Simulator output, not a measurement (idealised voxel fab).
Process module heading - voxel fin reveal
Cross-section cut: width 195 nm, square cells of 5 nm.
Format of a cross-section: grid, square cells. Given as bands. Order: top down. Band: one or more rows of cells. A band entry consists of two parts. The first gives the height of the band's top and the height of its bottom, in nm. The rest lists the band's materials from left to right, each with its width in nm. A single material labelled with the word "throughout" fills the band from edge to edge, and the word "empty" marks empty space. Below 0: as-received wafer, all one material; heights counted from there. Lowest band: no bottom, goes on down, written "0 down". The notation "30 to 40" denotes a width that varies across the rows of cells in the band, beginning at the first number in the top row, finishing at the second number in the bottom row, and changing by an identical amount from each row to the next. A step reported as "no change occurred" is a step in which no cell of the cross-section changed. Empty spaces counting at least 8 cells and having no open way to the top are listed in "Closed-off voids". The notation width x height at distance is used for each, the distance being from the left edge and all three values in nm. It should be noted that, on the line of a given step, the content following the step's settings is a remark produced by the simulator itself with respect to that step. overlay nm: how far to the right of its planned place the mask lay on this masked step (negative: to the left).
**Process steps (planned)**
1) RECEIVE with material Si
2) CONFORMAL_DEP with material SiN, thk nm 10
3) PATTERN with tone cover, mask id FINS, material resist, width nm 15, pitch nm 45, thk nm 20, overlay nm 0
4) DIRECTIONAL_ETCH with etch materials SiN, depth nm 10
5) DIRECTIONAL_ETCH with etch materials Si, depth nm 35
6) STRIP with etch materials resist
7) FILL_DEP with material SiO2, thk nm 15
8) CMP with height nm 10
9) SELECTIVE_ETCH with etch materials SiO2, depth nm 35
10) STRIP with etch materials SiN
**First wafer out of two, processed as planned**
**Incoming wafer in cross-section (state: after step 1)**
    0 down  Si throughout
    Closed-off voids: none
**Step 2 complete: cross-section through the wafer**
    10 to 0  SiN throughout
    Beneath the level 0, the cross-section is identical to its previous state.
**Step 3 complete: cross-section through the wafer**
    30 to 10  20 empty  15 resist  30 empty  15 resist  30 empty  15 resist  30 empty  15 resist  25 empty
    Beneath the level 10, the cross-section is identical to its previous state.
**Step 4 complete: cross-section through the wafer**
    30 to 10  20 empty  15 resist  30 empty  15 resist  30 empty  15 resist  30 empty  15 resist  25 empty
    10 to 0  20 empty  15 SiN  30 empty  15 SiN  30 empty  15 SiN  30 empty  15 SiN  25 empty
    Beneath the level 0, the cross-section is identical to its previous state.
**Step 5 complete: cross-section through the wafer**
    30 to 10  20 empty  15 resist  30 empty  15 resist  30 empty  15 resist  30 empty  15 resist  25 empty
    10 to 0  20 empty  15 SiN  30 empty  15 SiN  30 empty  15 SiN  30 empty  15 SiN  25 empty
    0 to -35  20 empty  15 Si  30 empty  15 Si  30 empty  15 Si  30 empty  15 Si  25 empty
    Beneath the level -35, the cross-section is identical to its previous state.
**Step 6 complete: cross-section through the wafer**
    10 to 0  20 empty  15 SiN  30 empty  15 SiN  30 empty  15 SiN  30 empty  15 SiN  25 empty
    Beneath the level 0, the cross-section is identical to its previous state.
**Step 7 complete: cross-section through the wafer**
    25 to 10  SiO2 throughout
    10 to 0  20 SiO2  15 SiN  30 SiO2  15 SiN  30 SiO2  15 SiN  30 SiO2  15 SiN  25 SiO2
    0 to -35  20 SiO2  15 Si  30 SiO2  15 Si  30 SiO2  15 Si  30 SiO2  15 Si  25 SiO2
    Beneath the level -35, the cross-section is identical to its previous state.
**Step 8 complete: cross-section through the wafer**
    10 to 0  20 SiO2  15 SiN  30 SiO2  15 SiN  30 SiO2  15 SiN  30 SiO2  15 SiN  25 SiO2
    Beneath the level 0, the cross-section is identical to its previous state.
**Step 9 complete: cross-section through the wafer**
    10 to 0  20 empty  15 SiN  30 empty  15 SiN  30 empty  15 SiN  30 empty  15 SiN  25 empty
    0 to -25  20 empty  15 Si  30 empty  15 Si  30 empty  15 Si  30 empty  15 Si  25 empty
    Beneath the level -25, the cross-section is identical to its previous state.
**Step 10 complete: cross-section through the wafer**
    0 to -25  20 empty  15 Si  30 empty  15 Si  30 empty  15 Si  30 empty  15 Si  25 empty
    Beneath the level -25, the cross-section is identical to its previous state.
**What follows concerns the second wafer, which started out like the first and was meant to follow the very same plan; one mistake crept in when it was run, but everything up to and including step 4 is the same as for the first wafer**
**At the planned end of step 5, the second wafer in cross-section**
    30 to 10  20 empty  15 resist  30 empty  15 resist  30 empty  15 resist  30 empty  15 resist  25 empty
    10 to 0  20 empty  15 SiN  30 empty  15 SiN  30 empty  15 SiN  30 empty  15 SiN  25 empty
    0 to -45  20 empty  15 Si  30 empty  15 Si  30 empty  15 Si  30 empty  15 Si  25 empty
    Beneath the level -45, the cross-section is identical to its previous state.
**At the planned end of step 6, the second wafer in cross-section**
    10 to 0  20 empty  15 SiN  30 empty  15 SiN  30 empty  15 SiN  30 empty  15 SiN  25 empty
    Beneath the level 0, the cross-section is identical to its previous state.
**At the planned end of step 7, the second wafer in cross-section**
    25 to 10  SiO2 throughout
    10 to 0  20 SiO2  15 SiN  30 SiO2  15 SiN  30 SiO2  15 SiN  30 SiO2  15 SiN  25 SiO2
    0 to -45  20 SiO2  15 Si  30 SiO2  15 Si  30 SiO2  15 Si  30 SiO2  15 Si  25 SiO2
    Beneath the level -45, the cross-section is identical to its previous state.
**At the planned end of step 8, the second wafer in cross-section**
    10 to 0  20 SiO2  15 SiN  30 SiO2  15 SiN  30 SiO2  15 SiN  30 SiO2  15 SiN  25 SiO2
    Beneath the level 0, the cross-section is identical to its previous state.
**At the planned end of step 9, the second wafer in cross-section**
    10 to 0  20 empty  15 SiN  30 empty  15 SiN  30 empty  15 SiN  30 empty  15 SiN  25 empty
    0 to -25  20 empty  15 Si  30 empty  15 Si  30 empty  15 Si  30 empty  15 Si  25 empty
    Beneath the level -25, the cross-section is identical to its previous state.
**At the planned end of step 10, the second wafer in cross-section**
    0 to -25  20 empty  15 Si  30 empty  15 Si  30 empty  15 Si  30 empty  15 Si  25 empty
    Beneath the level -25, the cross-section is identical to its previous state.
Short version of what went wrong: planned and actual differ for step 5; actual: DIRECTIONAL_ETCH with etch materials Si, depth nm 45
It is noted that, at the conclusion of processing, the second wafer exhibits a higher or lower cell count for certain materials relative to the first: Si: 54 fewer, SiO2: 54 more
